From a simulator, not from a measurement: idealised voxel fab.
Documented hereafter: the process module known as voxel wiring stack.
FYI the section here is cut, 260 nm wide, cells are 5 nm squares.
When this document writes out a cross-section, it uses a grid of square cells and lists it as bands, beginning at the top and moving down, with a band standing for one or more rows of cells. The band entry comprises the height of the band's top followed by the height of its bottom, expressed in nm, and subsequently the band's materials from left to right, each stated together with its width in nm. Where a single material is marked with the word "all across", that material fills the band from edge to edge. The word "empty" represents empty space. Heads up on the height convention: 0 is the point under which the incoming wafer is all one material, and the lowest band has no bottom, it just keeps going down, like "0 down". It should be noted that a width expressed as "30 to 40" varies in equal increments from row to row of cells within the band, taking the value of the first number at the top row and that of the second number at the bottom row. Any step labelled "remained unchanged" changed none of the cells in the cross-section. If an empty space has no open way to the top and is at least 8 cells in size, "Enclosed empty spaces" lists it, written width x height at distance, where distance is measured from the left edge and every value is in nm. On each step's line, the part that comes after the settings is the simulator's own comment on the step. You can add "overlay nm" to a step's line. For a step with a mask, it describes how far the mask lay to the right of its planned position, and a negative number describes a lay to the left. Pairs, read this way: before one process step on the one hand, after it on the other, the after cross-section ending at the lowest band that changed; the step between, settings included, beneath. Same starting wafer throughout, but possibly different runs of this module, so no pair continues from the pair above unless its entry headed "Pre-step profile" says so.
Pre-step profile:
	150 to 135 | 60 of aC | 20 of empty | 20 of aC | 20 of empty | 20 of aC | 20 of empty | 20 of aC | 20 of empty | 60 of aC
	135 to 130 | 60 of lowk | 20 of empty | 20 of lowk | 20 of empty | 20 of lowk | 20 of empty | 20 of lowk | 20 of empty | 60 of lowk
	130 to 115 | 60 of lowk | 15 of empty | 5 of aC | 20 of lowk | 20 of aC | 20 of lowk | 15 of empty | 5 of aC | 20 of lowk | 20 of aC | 60 of lowk
	115 to 100 | 60 of lowk | 15 of empty | 65 of lowk | 15 of empty | 105 of lowk
	100 to 95 | 60 of SiCN | 15 of empty | 65 of SiCN | 15 of empty | 105 of SiCN
	95 to 90 | 55 of SiCN | 30 of Ru | 10 of SiCN | 30 of Ru | 10 of SiCN | 30 of Ru | 10 of SiCN | 30 of Ru | 55 of SiCN
	90 to 65 | 60 of SiO2 | 5 of TiN | 10 of W | 5 of TiN | 20 of SiO2 | 5 of TiN | 10 of W | 5 of TiN | 20 of SiO2 | 5 of TiN | 10 of W | 5 of TiN | 20 of SiO2 | 5 of TiN | 10 of W | 5 of TiN | 60 of SiO2
	65 to 60 | 60 of SiN | 20 of TiN | 20 of SiN | 20 of TiN | 20 of SiN | 20 of TiN | 20 of SiN | 20 of TiN | 60 of SiN
	60 to 45 | 60 of SiO2 | 15 of Ru | 25 of SiO2 | 15 of Ru | 25 of SiO2 | 15 of Ru | 25 of SiO2 | 15 of Ru | 65 of SiO2
	45 to 35 | 60 to 55 of SiCN | 15 to 35 of Ru | 25 to 5 of SiCN | 15 to 35 of Ru | 25 to 5 of SiCN | 15 to 35 of Ru | 25 to 5 of SiCN | 15 to 35 of Ru | 65 to 50 of SiCN
	35 to 15 | 60 of lowk | 5 of TiN | 15 of Cu | 5 of TiN | 15 of lowk | 5 of TiN | 15 of Cu | 5 of TiN | 15 of lowk | 5 of TiN | 15 of Cu | 5 of TiN | 15 of lowk | 5 of TiN | 15 of Cu | 5 of TiN | 55 of lowk
	15 to 10 | 60 of SiN | 25 of TiN | 15 of SiN | 25 of TiN | 15 of SiN | 25 of TiN | 15 of SiN | 25 of TiN | 55 of SiN
	10 to 0 | SiO2 all across
	0 down | Si all across
	Enclosed empty spaces: none
Post-Step Snapshot:
	135 to 115 | 60 of lowk | 20 of empty | 20 of lowk | 20 of empty | 20 of lowk | 20 of empty | 20 of lowk | 20 of empty | 60 of lowk
	At heights below 115, the structure remains unaltered.
	Enclosed empty spaces: none
Between the two cross-sections shown above, the process step is op STRIP | etch materials aC
Pre-step profile: The prior state of this step coincides with the post-step cross-section of the pair just above.
Post-Step Snapshot:
	140 to 135 | 65 of TiN | 10 of empty | 30 of TiN | 10 of empty | 30 of TiN | 10 of empty | 30 of TiN | 10 of empty | 65 of TiN
	135 to 120 | 60 of lowk | 5 of TiN | 10 of empty | 5 of TiN | 20 of lowk | 5 of TiN | 10 of empty | 5 of TiN | 20 of lowk | 5 of TiN | 10 of empty | 5 of TiN | 20 of lowk | 5 of TiN | 10 of empty | 5 of TiN | 60 of lowk
	120 to 115 | 60 of lowk | 5 of TiN | 5 of empty | 10 of TiN | 20 of lowk | 20 of TiN | 20 of lowk | 5 of TiN | 5 of empty | 10 of TiN | 20 of lowk | 20 of TiN | 60 of lowk
	115 to 100 | 60 of lowk | 5 of TiN | 5 of empty | 5 of TiN | 65 of lowk | 5 of TiN | 5 of empty | 5 of TiN | 105 of lowk
	100 to 95 | 60 of SiCN | 15 of TiN | 65 of SiCN | 15 of TiN | 105 of SiCN
	At heights below 95, the structure remains unaltered.
	Enclosed empty spaces: none
Between the two cross-sections shown above, the process step is op CONFORMAL_DEP | material TiN | thk nm 5
Pre-step profile: The prior state of this step coincides with the post-step cross-section of the pair just above.
Post-Step Snapshot:
	150 to 140 | Ru all across
	140 to 135 | 65 of TiN | 10 of Ru | 30 of TiN | 10 of Ru | 30 of TiN | 10 of Ru | 30 of TiN | 10 of Ru | 65 of TiN
	135 to 120 | 60 of lowk | 5 of TiN | 10 of Ru | 5 of TiN | 20 of lowk | 5 of TiN | 10 of Ru | 5 of TiN | 20 of lowk | 5 of TiN | 10 of Ru | 5 of TiN | 20 of lowk | 5 of TiN | 10 of Ru | 5 of TiN | 60 of lowk
	120 to 115 | 60 of lowk | 5 of TiN | 5 of Ru | 10 of TiN | 20 of lowk | 20 of TiN | 20 of lowk | 5 of TiN | 5 of Ru | 10 of TiN | 20 of lowk | 20 of TiN | 60 of lowk
	115 to 100 | 60 of lowk | 5 of TiN | 5 of Ru | 5 of TiN | 65 of lowk | 5 of TiN | 5 of Ru | 5 of TiN | 105 of lowk
	At heights below 100, the structure remains unaltered.
	Enclosed empty spaces: none
Between the two cross-sections shown above, the process step is op FILL_DEP | material Ru | thk nm 10
Pre-step profile: The prior state of this step coincides with the post-step cross-section of the pair just above.
Post-Step Snapshot:
	135 to 120 | 60 of lowk | 5 of TiN | 10 of Ru | 5 of TiN | 20 of lowk | 5 of TiN | 10 of Ru | 5 of TiN | 20 of lowk | 5 of TiN | 10 of Ru | 5 of TiN | 20 of lowk | 5 of TiN | 10 of Ru | 5 of TiN | 60 of lowk
	At heights below 120, the structure remains unaltered.
	Enclosed empty spaces: none
Between the two cross-sections shown above, the process step is op CMP | height nm 135
Pre-step profile: The prior state of this step coincides with the post-step cross-section of the pair just above.
Post-Step Snapshot:
	140 to 135 | SiCN all across
	At heights below 135, the structure remains unaltered.
	Enclosed empty spaces: none
Between the two cross-sections shown above, the process step is op CONFORMAL_DEP | material SiCN | thk nm 5
Pre-step profile:
	150 to 135 | 60 of aC | 20 of empty | 20 of aC | 20 of empty | 20 of aC | 20 of empty | 20 of aC | 20 of empty | 60 of aC
	135 to 130 | 60 of lowk | 20 of empty | 20 of lowk | 20 of empty | 20 of lowk | 20 of empty | 20 of lowk | 20 of empty | 60 of lowk
	130 to 115 | 60 of lowk | 20 of aC | 20 of lowk | 20 of aC | 20 of lowk | 20 of aC | 20 of lowk | 20 of aC | 60 of lowk
	115 to 100 | lowk all across
	100 to 95 | SiCN all across
	95 to 90 | 55 of SiCN | 30 of Ru | 10 of SiCN | 30 of Ru | 10 of SiCN | 30 of Ru | 10 of SiCN | 30 of Ru | 55 of SiCN
	90 to 65 | 60 of SiO2 | 5 of TiN | 10 of W | 5 of TiN | 20 of SiO2 | 5 of TiN | 10 of W | 5 of TiN | 20 of SiO2 | 5 of TiN | 10 of W | 5 of TiN | 20 of SiO2 | 5 of TiN | 10 of W | 5 of TiN | 60 of SiO2
	65 to 60 | 60 of SiN | 20 of TiN | 20 of SiN | 20 of TiN | 20 of SiN | 20 of TiN | 20 of SiN | 20 of TiN | 60 of SiN
	60 to 45 | 60 of SiO2 | 15 of Ru | 25 of SiO2 | 15 of Ru | 25 of SiO2 | 15 of Ru | 25 of SiO2 | 15 of Ru | 65 of SiO2
	45 to 35 | 60 to 55 of SiCN | 15 to 30 of Ru | 25 to 10 of SiCN | 15 to 30 of Ru | 25 to 10 of SiCN | 15 to 30 of Ru | 25 to 10 of SiCN | 15 to 30 of Ru | 65 to 55 of SiCN
	35 to 15 | 60 of lowk | 5 of TiN | 10 of Cu | 5 of TiN | 20 of lowk | 5 of TiN | 10 of Cu | 5 of TiN | 20 of lowk | 5 of TiN | 10 of Cu | 5 of TiN | 20 of lowk | 5 of TiN | 10 of Cu | 5 of TiN | 60 of lowk
	15 to 10 | 60 of SiN | 20 of TiN | 20 of SiN | 20 of TiN | 20 of SiN | 20 of TiN | 20 of SiN | 20 of TiN | 60 of SiN
	10 to 0 | SiO2 all across
	0 down | Si all across
	Enclosed empty spaces: none
Post-Step Snapshot:
	185 to 150 | 55 of resist | 15 of empty | 65 of resist | 15 of empty | 110 of resist
	150 to 135 | 60 of aC | 10 of empty | 10 of resist | 20 of aC | 20 of resist | 20 of aC | 10 of empty | 10 of resist | 20 of aC | 20 of resist | 60 of aC
	135 to 130 | 60 of lowk | 10 of empty | 10 of resist | 20 of lowk | 20 of resist | 20 of lowk | 10 of empty | 10 of resist | 20 of lowk | 20 of resist | 60 of lowk
	At heights below 130, the structure remains unaltered.
	Enclosed empty spaces: none
Between the two cross-sections shown above, the process step is op PATTERN | tone open | mask id METAL_3_HOLES | material resist | width nm 15 | pitch nm 80 | thk nm 35 | overlay nm -5
Pre-step profile: The prior state of this step coincides with the post-step cross-section of the pair just above.
Post-Step Snapshot:
	170 to 150 | 55 of resist | 15 of empty | 65 of resist | 15 of empty | 110 of resist
	150 to 135 | 55 of aC | 15 of empty | 10 of resist | 20 of aC | 20 of resist | 15 of aC | 15 of empty | 10 of resist | 20 of aC | 20 of resist | 60 of aC
	135 to 130 | 60 of lowk | 10 of empty | 10 of resist | 20 of lowk | 20 of resist | 20 of lowk | 10 of empty | 10 of resist | 20 of lowk | 20 of resist | 60 of lowk
	130 to 115 | 60 of lowk | 10 of empty | 10 of aC | 20 of lowk | 20 of aC | 20 of lowk | 10 of empty | 10 of aC | 20 of lowk | 20 of aC | 60 of lowk
	At heights below 115, the structure remains unaltered.
	Enclosed empty spaces: none
Between the two cross-sections shown above, the process step is op DIRECTIONAL_ETCH | etch materials aC | depth nm 15
Pre-step profile: The prior state of this step coincides with the post-step cross-section of the pair just above.
Post-Step Snapshot:
	150 to 135 | 55 of aC | 25 of empty | 20 of aC | 20 of empty | 15 of aC | 25 of empty | 20 of aC | 20 of empty | 60 of aC
	135 to 130 | 60 of lowk | 20 of empty | 20 of lowk | 20 of empty | 20 of lowk | 20 of empty | 20 of lowk | 20 of empty | 60 of lowk
	At heights below 130, the structure remains unaltered.
	Enclosed empty spaces: none
Between the two cross-sections shown above, the process step is op STRIP | etch materials resist
Pre-step profile: The prior state of this step coincides with the post-step cross-section of the pair just above.
Post-Step Snapshot:
	150 to 135 | 55 of aC | 25 of empty | 20 of aC | 20 of empty | 15 of aC | 25 of empty | 20 of aC | 20 of empty | 60 of aC
	135 to 130 | 55 of lowk | 25 of empty | 20 of lowk | 20 of empty | 15 of lowk | 25 of empty | 20 of lowk | 20 of empty | 60 of lowk
	130 to 120 | 55 of lowk | 15 of empty | 10 of aC | 20 of lowk | 20 of aC | 15 of lowk | 15 of empty | 10 of aC | 20 of lowk | 20 of aC | 60 of lowk
	120 to 115 | 60 of lowk | 10 of empty | 10 of aC | 20 of lowk | 20 of aC | 20 of lowk | 10 of empty | 10 of aC | 20 of lowk | 20 of aC | 60 of lowk
	115 to 100 | 60 of lowk | 10 of empty | 70 of lowk | 10 of empty | 110 of lowk
	At heights below 100, the structure remains unaltered.
	Enclosed empty spaces: none
Between the two cross-sections shown above, the process step is op DIRECTIONAL_ETCH | etch materials lowk | depth nm 15
Pre-step profile: The prior state of this step coincides with the post-step cross-section of the pair just above.
Post-Step Snapshot:
	150 to 135 | 55 of aC | 25 of empty | 20 of aC | 20 of empty | 15 of aC | 25 of empty | 20 of aC | 20 of empty | 60 of aC
	135 to 130 | 55 of lowk | 25 of empty | 20 of lowk | 20 of empty | 15 of lowk | 25 of empty | 20 of lowk | 20 of empty | 60 of lowk
	130 to 120 | 55 of lowk | 15 of empty | 10 of aC | 20 of lowk | 20 of aC | 15 of lowk | 15 of empty | 10 of aC | 20 of lowk | 20 of aC | 60 of lowk
	120 to 115 | 60 of lowk | 10 of empty | 10 of aC | 20 of lowk | 20 of aC | 20 of lowk | 10 of empty | 10 of aC | 20 of lowk | 20 of aC | 60 of lowk
	115 to 100 | 60 of lowk | 10 of empty | 70 of lowk | 10 of empty | 110 of lowk
	100 to 95 | 60 of SiCN | 10 of empty | 70 of SiCN | 10 of empty | 110 of SiCN
	At heights below 95, the structure remains unaltered.
	Enclosed empty spaces: none
Between the two cross-sections shown above, the process step is op DIRECTIONAL_ETCH | etch materials SiCN | depth nm 5
Pre-step profile: The prior state of this step coincides with the post-step cross-section of the pair just above.
Post-Step Snapshot:
	135 to 120 | 55 of lowk | 25 of empty | 20 of lowk | 20 of empty | 15 of lowk | 25 of empty | 20 of lowk | 20 of empty | 60 of lowk
	120 to 115 | 60 of lowk | 20 of empty | 20 of lowk | 20 of empty | 20 of lowk | 20 of empty | 20 of lowk | 20 of empty | 60 of lowk
	At heights below 115, the structure remains unaltered.
	Enclosed empty spaces: none
Between the two cross-sections shown above, the process step is op STRIP | etch materials aC
Pre-step profile: The prior state of this step coincides with the post-step cross-section of the pair just above.
Post-Step Snapshot:
	140 to 135 | 60 of TiN | 15 of empty | 30 of TiN | 10 of empty | 25 of TiN | 15 of empty | 30 of TiN | 10 of empty | 65 of TiN
	135 to 125 | 55 of lowk | 5 of TiN | 15 of empty | 5 of TiN | 20 of lowk | 5 of TiN | 10 of empty | 5 of TiN | 15 of lowk | 5 of TiN | 15 of empty | 5 of TiN | 20 of lowk | 5 of TiN | 10 of empty | 5 of TiN | 60 of lowk
	125 to 120 | 55 of lowk | 10 of TiN | 10 of empty | 5 of TiN | 20 of lowk | 5 of TiN | 10 of empty | 5 of TiN | 15 of lowk | 10 of TiN | 10 of empty | 5 of TiN | 20 of lowk | 5 of TiN | 10 of empty | 5 of TiN | 60 of lowk
	120 to 115 | 60 of lowk | 20 of TiN | 20 of lowk | 20 of TiN | 20 of lowk | 20 of TiN | 20 of lowk | 20 of TiN | 60 of lowk
	115 to 100 | 60 of lowk | 10 of TiN | 70 of lowk | 10 of TiN | 110 of lowk
	100 to 95 | 60 of SiCN | 10 of TiN | 70 of SiCN | 10 of TiN | 110 of SiCN
	At heights below 95, the structure remains unaltered.
	Enclosed empty spaces: none
Between the two cross-sections shown above, the process step is op CONFORMAL_DEP | material TiN | thk nm 5
Pre-step profile: The prior state of this step coincides with the post-step cross-section of the pair just above.
Post-Step Snapshot:
	150 to 140 | Ru all across
	140 to 135 | 60 of TiN | 15 of Ru | 30 of TiN | 10 of Ru | 25 of TiN | 15 of Ru | 30 of TiN | 10 of Ru | 65 of TiN
	135 to 125 | 55 of lowk | 5 of TiN | 15 of Ru | 5 of TiN | 20 of lowk | 5 of TiN | 10 of Ru | 5 of TiN | 15 of lowk | 5 of TiN | 15 of Ru | 5 of TiN | 20 of lowk | 5 of TiN | 10 of Ru | 5 of TiN | 60 of lowk
	125 to 120 | 55 of lowk | 10 of TiN | 10 of Ru | 5 of TiN | 20 of lowk | 5 of TiN | 10 of Ru | 5 of TiN | 15 of lowk | 10 of TiN | 10 of Ru | 5 of TiN | 20 of lowk | 5 of TiN | 10 of Ru | 5 of TiN | 60 of lowk
	At heights below 120, the structure remains unaltered.
	Enclosed empty spaces: none
Between the two cross-sections shown above, the process step is op FILL_DEP | material Ru | thk nm 10
Pre-step profile: The prior state of this step coincides with the post-step cross-section of the pair just above.
Post-Step Snapshot:
	135 to 125 | 55 of lowk | 5 of TiN | 15 of Ru | 5 of TiN | 20 of lowk | 5 of TiN | 10 of Ru | 5 of TiN | 15 of lowk | 5 of TiN | 15 of Ru | 5 of TiN | 20 of lowk | 5 of TiN | 10 of Ru | 5 of TiN | 60 of lowk
	At heights below 125, the structure remains unaltered.
	Enclosed empty spaces: none
Between the two cross-sections shown above, the process step is op CMP | height nm 135
Pre-step profile: The prior state of this step coincides with the post-step cross-section of the pair just above.
Post-Step Snapshot:
	140 to 135 | SiCN all across
	At heights below 135, the structure remains unaltered.
	Enclosed empty spaces: none
Between the two cross-sections shown above, the process step is op CONFORMAL_DEP | material SiCN | thk nm 5
Pre-step profile:
	90 to 65 | 60 of SiO2 | 20 of empty | 20 of SiO2 | 20 of empty | 20 of SiO2 | 20 of empty | 20 of SiO2 | 20 of empty | 60 of SiO2
	65 to 60 | 60 of SiN | 20 of empty | 20 of SiN | 20 of empty | 20 of SiN | 20 of empty | 20 of SiN | 20 of empty | 60 of SiN
	60 to 45 | 60 of SiO2 | 15 of Ru | 25 of SiO2 | 15 of Ru | 25 of SiO2 | 15 of Ru | 25 of SiO2 | 15 of Ru | 65 of SiO2
	45 to 35 | 60 to 55 of SiCN | 15 to 30 of Ru | 25 to 10 of SiCN | 15 to 30 of Ru | 25 to 10 of SiCN | 15 to 30 of Ru | 25 to 10 of SiCN | 15 to 30 of Ru | 65 to 55 of SiCN
	35 to 15 | 60 of lowk | 5 of TiN | 10 of Cu | 5 of TiN | 20 of lowk | 5 of TiN | 10 of Cu | 5 of TiN | 20 of lowk | 5 of TiN | 10 of Cu | 5 of TiN | 20 of lowk | 5 of TiN | 10 of Cu | 5 of TiN | 60 of lowk
	15 to 10 | 60 of SiN | 20 of TiN | 20 of SiN | 20 of TiN | 20 of SiN | 20 of TiN | 20 of SiN | 20 of TiN | 60 of SiN
	10 to 0 | SiO2 all across
	0 down | Si all across
	Enclosed empty spaces: none
Post-Step Snapshot:
	95 to 65 | 65 of SiO2 | 10 of empty | 30 of SiO2 | 10 of empty | 30 of SiO2 | 10 of empty | 30 of SiO2 | 10 of empty | 65 of SiO2
	65 to 60 | 60 of SiN | 20 of SiO2 | 20 of SiN | 20 of SiO2 | 20 of SiN | 20 of SiO2 | 20 of SiN | 20 of SiO2 | 60 of SiN
	At heights below 60, the structure remains unaltered.
	Enclosed empty spaces: none
Between the two cross-sections shown above, the process step is op CONFORMAL_DEP | material SiO2 | thk nm 5
Pre-step profile: The prior state of this step coincides with the post-step cross-section of the pair just above.
Post-Step Snapshot:
	100 to 95 | W all across
	95 to 65 | 65 of SiO2 | 10 of W | 30 of SiO2 | 10 of W | 30 of SiO2 | 10 of W | 30 of SiO2 | 10 of W | 65 of SiO2
	At heights below 65, the structure remains unaltered.
	Enclosed empty spaces: none
Between the two cross-sections shown above, the process step is op FILL_DEP | material W | thk nm 5
Pre-step profile: The prior state of this step coincides with the post-step cross-section of the pair just above.
Post-Step Snapshot:
	90 to 65 | 65 of SiO2 | 10 of W | 30 of SiO2 | 10 of W | 30 of SiO2 | 10 of W | 30 of SiO2 | 10 of W | 65 of SiO2
	At heights below 65, the structure remains unaltered.
	Enclosed empty spaces: none
Between the two cross-sections shown above, the process step is op CMP | height nm 90
Pre-step profile: The prior state of this step coincides with the post-step cross-section of the pair just above.
Post-Step Snapshot:
	95 to 90 | 60 of empty | 20 of Ru | 20 of empty | 20 of Ru | 20 of empty | 20 of Ru | 20 of empty | 20 of Ru | 60 of empty
	At heights below 90, the structure remains unaltered.
	Enclosed empty spaces: none
Between the two cross-sections shown above, the process step is op EPI | material Ru | thk nm 5
Pre-step profile: The prior state of this step coincides with the post-step cross-section of the pair just above.
Post-Step Snapshot:
	100 to 95 | SiCN all across
	95 to 90 | 60 of SiCN | 20 of Ru | 20 of SiCN | 20 of Ru | 20 of SiCN | 20 of Ru | 20 of SiCN | 20 of Ru | 60 of SiCN
	At heights below 90, the structure remains unaltered.
	Enclosed empty spaces: none
Between the two cross-sections shown above, the process step is op FILL_DEP | material SiCN | thk nm 5
Pre-step profile: The prior state of this step coincides with the post-step cross-section of the pair just above.
Post-Step Snapshot:
	135 to 100 | lowk all across
	At heights below 100, the structure remains unaltered.
	Enclosed empty spaces: none
Between the two cross-sections shown above, the process step is op DIRECTIONAL_DEP | material lowk | thk nm 35
Pre-step profile: The prior state of this step coincides with the post-step cross-section of the pair just above.
Post-Step Snapshot:
	135 to 115 | 60 of lowk | 20 of empty | 20 of lowk | 20 of empty | 20 of lowk | 20 of empty | 20 of lowk | 20 of empty | 60 of lowk
	At heights below 115, the structure remains unaltered.
	Enclosed empty spaces: none
Between the two cross-sections shown above, the process step is op MASKED_ETCH | tone open | mask id METAL_3 | width nm 20 | pitch nm 40 | etch materials lowk | depth nm 20 | overlay nm 0
Pre-step profile: The prior state of this step coincides with the post-step cross-section of the pair just above.
Post-Step Snapshot:
	150 to 135 | 60 of aC | 20 of empty | 20 of aC | 20 of empty | 20 of aC | 20 of empty | 20 of aC | 20 of empty | 60 of aC
	135 to 130 | 60 of lowk | 20 of empty | 20 of lowk | 20 of empty | 20 of lowk | 20 of empty | 20 of lowk | 20 of empty | 60 of lowk
	130 to 115 | 60 of lowk | 20 of aC | 20 of lowk | 20 of aC | 20 of lowk | 20 of aC | 20 of lowk | 20 of aC | 60 of lowk
	At heights below 115, the structure remains unaltered.
	Enclosed empty spaces: none
Between the two cross-sections shown above, the process step is op DIRECTIONAL_DEP | material aC | thk nm 15
Pre-step profile: The prior state of this step coincides with the post-step cross-section of the pair just above.
Post-Step Snapshot:
	185 to 150 | 60 of resist | 15 of empty | 65 of resist | 15 of empty | 105 of resist
	150 to 135 | 60 of aC | 15 of empty | 5 of resist | 20 of aC | 20 of resist | 20 of aC | 15 of empty | 5 of resist | 20 of aC | 20 of resist | 60 of aC
	135 to 130 | 60 of lowk | 15 of empty | 5 of resist | 20 of lowk | 20 of resist | 20 of lowk | 15 of empty | 5 of resist | 20 of lowk | 20 of resist | 60 of lowk
	At heights below 130, the structure remains unaltered.
	Enclosed empty spaces: none
Between the two cross-sections shown above, the process step is op PATTERN | tone open | mask id METAL_3_HOLES | material resist | width nm 15 | pitch nm 80 | thk nm 35 | overlay nm 0
Pre-step profile: The prior state of this step coincides with the post-step cross-section of the pair just above.
Post-Step Snapshot:
	170 to 150 | 60 of resist | 15 of empty | 65 of resist | 15 of empty | 105 of resist
	150 to 135 | 60 of aC | 15 of empty | 5 of resist | 20 of aC | 20 of resist | 20 of aC | 15 of empty | 5 of resist | 20 of aC | 20 of resist | 60 of aC
	135 to 130 | 60 of lowk | 15 of empty | 5 of resist | 20 of lowk | 20 of resist | 20 of lowk | 15 of empty | 5 of resist | 20 of lowk | 20 of resist | 60 of lowk
	130 to 115 | 60 of lowk | 15 of empty | 5 of aC | 20 of lowk | 20 of aC | 20 of lowk | 15 of empty | 5 of aC | 20 of lowk | 20 of aC | 60 of lowk
	At heights below 115, the structure remains unaltered.
	Enclosed empty spaces: none
Between the two cross-sections shown above, the process step is op DIRECTIONAL_ETCH | etch materials aC | depth nm 15
Pre-step profile: The prior state of this step coincides with the post-step cross-section of the pair just above.
Post-Step Snapshot:
	150 to 135 | 60 of aC | 20 of empty | 20 of aC | 20 of empty | 20 of aC | 20 of empty | 20 of aC | 20 of empty | 60 of aC
	135 to 130 | 60 of lowk | 20 of empty | 20 of lowk | 20 of empty | 20 of lowk | 20 of empty | 20 of lowk | 20 of empty | 60 of lowk
	At heights below 130, the structure remains unaltered.
	Enclosed empty spaces: none
Between the two cross-sections shown above, the process step is op STRIP | etch materials resist
Pre-step profile: The prior state of this step coincides with the post-step cross-section of the pair just above.
Post-Step Snapshot:
	150 to 135 | 60 of aC | 20 of empty | 20 of aC | 20 of empty | 20 of aC | 20 of empty | 20 of aC | 20 of empty | 60 of aC
	135 to 130 | 60 of lowk | 20 of empty | 20 of lowk | 20 of empty | 20 of lowk | 20 of empty | 20 of lowk | 20 of empty | 60 of lowk
	130 to 115 | 60 of lowk | 15 of empty | 5 of aC | 20 of lowk | 20 of aC | 20 of lowk | 15 of empty | 5 of aC | 20 of lowk | 20 of aC | 60 of lowk
	115 to 100 | 60 of lowk | 15 of empty | 65 of lowk | 15 of empty | 105 of lowk
	At heights below 100, the structure remains unaltered.
	Enclosed empty spaces: none
Between the two cross-sections shown above, the process step is op DIRECTIONAL_ETCH | etch materials lowk | depth nm 15
Pre-step profile: The prior state of this step coincides with the post-step cross-section of the pair just above.
Post-Step Snapshot:
	150 to 135 | 60 of aC | 20 of empty | 20 of aC | 20 of empty | 20 of aC | 20 of empty | 20 of aC | 20 of empty | 60 of aC
	135 to 130 | 60 of lowk | 20 of empty | 20 of lowk | 20 of empty | 20 of lowk | 20 of empty | 20 of lowk | 20 of empty | 60 of lowk
	130 to 115 | 60 of lowk | 15 of empty | 5 of aC | 20 of lowk | 20 of aC | 20 of lowk | 15 of empty | 5 of aC | 20 of lowk | 20 of aC | 60 of lowk
	115 to 100 | 60 of lowk | 15 of empty | 65 of lowk | 15 of empty | 105 of lowk
	100 to 95 | 60 of SiCN | 15 of empty | 65 of SiCN | 15 of empty | 105 of SiCN
	At heights below 95, the structure remains unaltered.
	Enclosed empty spaces: none
Between the two cross-sections shown above, the process step is op DIRECTIONAL_ETCH | etch materials SiCN | depth nm 5
Pre-step profile: The prior state of this step coincides with the post-step cross-section of the pair just above.
Post-Step Snapshot:
	135 to 115 | 60 of lowk | 20 of empty | 20 of lowk | 20 of empty | 20 of lowk | 20 of empty | 20 of lowk | 20 of empty | 60 of lowk
	At heights below 115, the structure remains unaltered.
	Enclosed empty spaces: none
Between the two cross-sections shown above, the process step is op STRIP | etch materials aC
Pre-step profile: The prior state of this step coincides with the post-step cross-section of the pair just above.
Post-Step Snapshot:
	140 to 135 | 65 of TiN | 10 of empty | 30 of TiN | 10 of empty | 30 of TiN | 10 of empty | 30 of TiN | 10 of empty | 65 of TiN
	135 to 120 | 60 of lowk | 5 of TiN | 10 of empty | 5 of TiN | 20 of lowk | 5 of TiN | 10 of empty | 5 of TiN | 20 of lowk | 5 of TiN | 10 of empty | 5 of TiN | 20 of lowk | 5 of TiN | 10 of empty | 5 of TiN | 60 of lowk
	120 to 115 | 60 of lowk | 5 of TiN | 5 of empty | 10 of TiN | 20 of lowk | 20 of TiN | 20 of lowk | 5 of TiN | 5 of empty | 10 of TiN | 20 of lowk | 20 of TiN | 60 of lowk
	115 to 100 | 60 of lowk | 5 of TiN | 5 of empty | 5 of TiN | 65 of lowk | 5 of TiN | 5 of empty | 5 of TiN | 105 of lowk
	100 to 95 | 60 of SiCN | 15 of TiN | 65 of SiCN | 15 of TiN | 105 of SiCN
	At heights below 95, the structure remains unaltered.
	Enclosed empty spaces: none
Between the two cross-sections shown above, the process step is op CONFORMAL_DEP | material TiN | thk nm 5
Pre-step profile: The prior state of this step coincides with the post-step cross-section of the pair just above.
Post-Step Snapshot:
	150 to 140 | Ru all across
	140 to 135 | 65 of TiN | 10 of Ru | 30 of TiN | 10 of Ru | 30 of TiN | 10 of Ru | 30 of TiN | 10 of Ru | 65 of TiN
	135 to 120 | 60 of lowk | 5 of TiN | 10 of Ru | 5 of TiN | 20 of lowk | 5 of TiN | 10 of Ru | 5 of TiN | 20 of lowk | 5 of TiN | 10 of Ru | 5 of TiN | 20 of lowk | 5 of TiN | 10 of Ru | 5 of TiN | 60 of lowk
	120 to 115 | 60 of lowk | 5 of TiN | 5 of Ru | 10 of TiN | 20 of lowk | 20 of TiN | 20 of lowk | 5 of TiN | 5 of Ru | 10 of TiN | 20 of lowk | 20 of TiN | 60 of lowk
	115 to 100 | 60 of lowk | 5 of TiN | 5 of Ru | 5 of TiN | 65 of lowk | 5 of TiN | 5 of Ru | 5 of TiN | 105 of lowk
	At heights below 100, the structure remains unaltered.
	Enclosed empty spaces: none
Between the two cross-sections shown above, the process step is op FILL_DEP | material Ru | thk nm 10
Pre-step profile: The prior state of this step coincides with the post-step cross-section of the pair just above.
Post-Step Snapshot:
	135 to 120 | 60 of lowk | 5 of TiN | 10 of Ru | 5 of TiN | 20 of lowk | 5 of TiN | 10 of Ru | 5 of TiN | 20 of lowk | 5 of TiN | 10 of Ru | 5 of TiN | 20 of lowk | 5 of TiN | 10 of Ru | 5 of TiN | 60 of lowk
	At heights below 120, the structure remains unaltered.
	Enclosed empty spaces: none
Between the two cross-sections shown above, the process step is op CMP | height nm 135
Pre-step profile: The prior state of this step coincides with the post-step cross-section of the pair just above.
Post-Step Snapshot:
	140 to 135 | SiCN all across
	At heights below 135, the structure remains unaltered.
	Enclosed empty spaces: none
Between the two cross-sections shown above, the process step is op CONFORMAL_DEP | material SiCN | thk nm 5
